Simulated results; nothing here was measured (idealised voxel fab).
Process module name: voxel spacer lines
220 nm wide, 5 nm square cells: that's cross-section cut.
How to read a cross-section here: the picture is a grid of square cells, written as bands going from the top down, and any band can span one or more rows of cells. Band entry format. Leading values: height of top, height of bottom, nm. Remainder: materials in left-to-right order, each with its width in nm. Special words: "all across" on a single material, which then fills the band edge to edge; "air", empty space. For the purposes of this specification, 0 denotes the height below which the wafer in its as-received condition is composed wholly of one material, and the lowermost band, lacking a lower limit, extends downward without end, as expressed in "0 -> down". A width given as "30..40" starts at the first number in the band's top row and ends at the second number in its bottom row, shifting by an equal amount at every step from row to row. Step note "all unchanged" = no cross-section cell changed. "Closed cavity list" specifies each empty space that is not open to the top and that occupies no fewer than 8 cells, using the form width x height at distance, the distance measured from the left edge and all three quantities in nm. Where a step's line continues beyond its settings, the continuation is a remark by the simulator itself on that step. overlay nm: mask offset rightward from planned place, masked step; negative means leftward offset.

# Steps in the process plan
1) RECEIVE (material Si)
2) CONFORMAL_DEP (material Al2O3; thk nm 5)
3) DIRECTIONAL_DEP (material polySi; thk nm 15)
4) DIRECTIONAL_DEP (material aC; thk nm 30)
5) PATTERN (tone cover; mask id MANDREL; material resist; width nm 25; pitch nm 80; thk nm 40; overlay nm 0)
6) DIRECTIONAL_ETCH (etch materials aC; depth nm 30)
7) STRIP (etch materials resist)
8) CONFORMAL_DEP (material SiN; thk nm 15)
9) DIRECTIONAL_ETCH (etch materials SiN; depth nm 15)
10) STRIP (etch materials aC)
11) DIRECTIONAL_ETCH (etch materials polySi; depth nm 15)
12) STRIP (etch materials SiN)

# As-received state of the wafer in cross-section, equivalent to post-step 1
* 0 -> down: Si all across
* Closed cavity list: none

# This is how the wafer looks in cross-section once the module is done, given the starting state and plan above and one mistake in carrying the plan out
* 15 -> 0: 15 nm polySi  25 nm air  15 nm polySi  25 nm air  15 nm polySi  25 nm air  15 nm polySi  25 nm air  15 nm polySi  25 nm air  15 nm polySi  5 nm air
* 0 -> down: Si all across
* Closed cavity list: none
Want to know what went wrong? plan step 2 was not performed, having been skipped
